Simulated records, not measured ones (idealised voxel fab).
The document below concerns the process module designated voxel tone inversion.
It is cross-section cut that appears here, measuring 275 nm in width, its square cells being 5 nm in size.
A cross-section is a grid of square cells, given in bands from the top down. A band is one or more rows of cells. Top height, bottom height, nm. Materials left to right, width each, nm. Single material + "everywhere" = fills band edge to edge. "blank" = empty. Height 0 is the level under which the wafer as received is all one material. The lowest band goes on downwards, as in "z 0 and below". Per-row width for "30..40": begins at first number (top row of band), ends at second number (bottom row), increment between rows held constant. A step reported as "nothing changed" is a step in which no cell of the cross-section changed. Empty spaces counting at least 8 cells and having no open way to the top are listed in "Fully closed voids". The notation width x height at distance is used for each, the distance being from the left edge and all three values in nm. What comes after the settings on a step's line is commentary from the simulator itself on that step. overlay nm: how far to the right of its planned place the mask lay on this masked step (negative: to the left).
-- Here's what the planned process steps look like
step 1: RECEIVE (material Si)
step 2: CONFORMAL_DEP (material SiN; thk nm 10)
step 3: DIRECTIONAL_DEP (material polySi; thk nm 20)
step 4: PATTERN (tone cover; mask id POSTS; material resist; width nm 25; pitch nm 40; thk nm 30; overlay nm 0)
step 5: DIRECTIONAL_ETCH (etch materials polySi; depth nm 20)
step 6: STRIP (etch materials resist)
step 7: FILL_DEP (material lowk; thk nm 5)
step 8: CMP (height nm 30)
step 9: STRIP (etch materials polySi)
step 10: CONFORMAL_DEP (material TiN; thk nm 5)
step 11: FILL_DEP (material Ru; thk nm 10)
step 12: CMP (height nm 30)
step 13: CONFORMAL_DEP (material SiN; thk nm 5)
-- Of two wafers, the first: run according to plan
-- Delivered wafer in cross-section: state after step 1
* z 0 and below  Si everywhere
* Fully closed voids: none
-- Step 2 complete: cross-section through the wafer
* z 10 to 0  SiN everywhere
* Nothing below the height 0 has changed.
-- Step 3 complete: cross-section through the wafer
* z 30 to 10  polySi everywhere
* Nothing below the height 10 has changed.
-- Step 4 complete: cross-section through the wafer
* z 60 to 30  blank=65; resist=25; blank=15; resist=25; blank=15; resist=25; blank=15; resist=25; blank=65
* Nothing below the height 30 has changed.
-- Step 5 complete: cross-section through the wafer
* z 60 to 30  blank=65; resist=25; blank=15; resist=25; blank=15; resist=25; blank=15; resist=25; blank=65
* z 30 to 10  blank=65; polySi=25; blank=15; polySi=25; blank=15; polySi=25; blank=15; polySi=25; blank=65
* Nothing below the height 10 has changed.
-- Step 6 complete: cross-section through the wafer
* z 30 to 10  blank=65; polySi=25; blank=15; polySi=25; blank=15; polySi=25; blank=15; polySi=25; blank=65
* Nothing below the height 10 has changed.
-- Step 7 complete: cross-section through the wafer
* z 35 to 30  lowk everywhere
* z 30 to 10  lowk=65; polySi=25; lowk=15; polySi=25; lowk=15; polySi=25; lowk=15; polySi=25; lowk=65
* Nothing below the height 10 has changed.
-- Step 8 complete: cross-section through the wafer
* z 30 to 10  lowk=65; polySi=25; lowk=15; polySi=25; lowk=15; polySi=25; lowk=15; polySi=25; lowk=65
* Nothing below the height 10 has changed.
-- Step 9 complete: cross-section through the wafer
* z 30 to 10  lowk=65; blank=25; lowk=15; blank=25; lowk=15; blank=25; lowk=15; blank=25; lowk=65
* Nothing below the height 10 has changed.
-- Step 10 complete: cross-section through the wafer
* z 35 to 30  TiN=70; blank=15; TiN=25; blank=15; TiN=25; blank=15; TiN=25; blank=15; TiN=70
* z 30 to 15  lowk=65; TiN=5; blank=15; TiN=5; lowk=15; TiN=5; blank=15; TiN=5; lowk=15; TiN=5; blank=15; TiN=5; lowk=15; TiN=5; blank=15; TiN=5; lowk=65
* z 15 to 10  lowk=65; TiN=25; lowk=15; TiN=25; lowk=15; TiN=25; lowk=15; TiN=25; lowk=65
* Nothing below the height 10 has changed.
-- Step 11 complete: cross-section through the wafer
* z 45 to 35  Ru everywhere
* z 35 to 30  TiN=70; Ru=15; TiN=25; Ru=15; TiN=25; Ru=15; TiN=25; Ru=15; TiN=70
* z 30 to 15  lowk=65; TiN=5; Ru=15; TiN=5; lowk=15; TiN=5; Ru=15; TiN=5; lowk=15; TiN=5; Ru=15; TiN=5; lowk=15; TiN=5; Ru=15; TiN=5; lowk=65
* Nothing below the height 15 has changed.
-- Step 12 complete: cross-section through the wafer
* z 30 to 15  lowk=65; TiN=5; Ru=15; TiN=5; lowk=15; TiN=5; Ru=15; TiN=5; lowk=15; TiN=5; Ru=15; TiN=5; lowk=15; TiN=5; Ru=15; TiN=5; lowk=65
* Nothing below the height 15 has changed.
-- Step 13 complete: cross-section through the wafer
* z 35 to 30  SiN everywhere
* Nothing below the height 30 has changed.
-- For the second wafer, take the first wafer's start and plan, then add one mistake made in running it; everything through step 1, that step included, is shared with the first
-- Cross-sectional view of the second wafer at the intended end time of process step 2
* z 20 to 0  polySi everywhere
* Nothing below the height 0 has changed.
-- Cross-sectional view of the second wafer at the intended end time of process step 3
* z 30 to 20  SiN everywhere
* Nothing below the height 20 has changed.
-- Cross-sectional view of the second wafer at the intended end time of process step 4
* z 60 to 30  blank=65; resist=25; blank=15; resist=25; blank=15; resist=25; blank=15; resist=25; blank=65
* Nothing below the height 30 has changed.
Cross-sectional view of the second wafer at the intended end time of process step 5: nothing changed
-- Cross-sectional view of the second wafer at the intended end time of process step 6
* z 30 to 20  SiN everywhere
* Nothing below the height 20 has changed.
-- Cross-sectional view of the second wafer at the intended end time of process step 7
* z 35 to 30  lowk everywhere
* Nothing below the height 30 has changed.
-- Cross-sectional view of the second wafer at the intended end time of process step 8
* z 30 to 20  SiN everywhere
* Nothing below the height 20 has changed.
Cross-sectional view of the second wafer at the intended end time of process step 9: nothing changed
-- Cross-sectional view of the second wafer at the intended end time of process step 10
* z 35 to 30  TiN everywhere
* Nothing below the height 30 has changed.
-- Cross-sectional view of the second wafer at the intended end time of process step 11
* z 45 to 35  Ru everywhere
* Nothing below the height 35 has changed.
-- Cross-sectional view of the second wafer at the intended end time of process step 12
* z 30 to 20  SiN everywhere
* Nothing below the height 20 has changed.
-- Cross-sectional view of the second wafer at the intended end time of process step 13
* z 35 to 20  SiN everywhere
* Nothing below the height 20 has changed.
Heads up, the wafer didn't run the way we planned it: mixed up steps 2 and 3 - ran each in the other's place
Final tally in cells, some materials are higher or lower on the second wafer than on the first: -36 Ru; -44 TiN; -140 lowk; +220 polySi
